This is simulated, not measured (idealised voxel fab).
process module | voxel tone inversion
cross-section cut | 200 nm wide | cells 5 nm
A cross-section is a grid of square cells, given in bands from the top down. A band is one or more rows of cells.
Each band's line starts with the height of the band's top and of its bottom, in nm. Then come its materials from left to right, each with its width in nm. One material with "throughout" fills the band from edge to edge. "air" is empty space.
Height 0 is the level under which the wafer as received is all one material. The lowest band goes on downwards, as in "0 down".
A width such as "30 to 40" changes by the same amount from each row of cells to the next, from the band's top row to its bottom row.
"no change" after a step means that no cell of the cross-section changed.
closed voids: empty space of 8 cells or more with no open way to the top, each as width x height at its distance from the left edge, in nm
after a step's settings: what the simulator itself notes on the step
overlay nm, on a step with a mask: how far to the right of its planned place the mask lay; to the left if negative
plan
1 op RECEIVE | material Si
2 op CONFORMAL_DEP | material SiN | thk nm 10
3 op DIRECTIONAL_DEP | material aC | thk nm 15
4 op PATTERN | tone cover | mask id POSTS | material resist | width nm 15 | pitch nm 35 | thk nm 20 | overlay nm 0
5 op DIRECTIONAL_ETCH | etch materials aC | depth nm 15
6 op STRIP | etch materials resist
7 op FILL_DEP | material SiO2 | thk nm 10
8 op CMP | height nm 25
9 op STRIP | etch materials aC
as received, after step 1
  0 down: Si throughout
  closed voids: none
a wafer at the end: this start, this plan, one mistake
  25 to 15: SiO2 55 | air 15 | SiO2 20 | air 15 | SiO2 20 | air 15 | SiO2 60
  15 to 0: SiN throughout
  0 down: Si throughout
  closed voids: none
what went wrong: step 2 ran as: op CONFORMAL_DEP | material SiN | thk nm 15
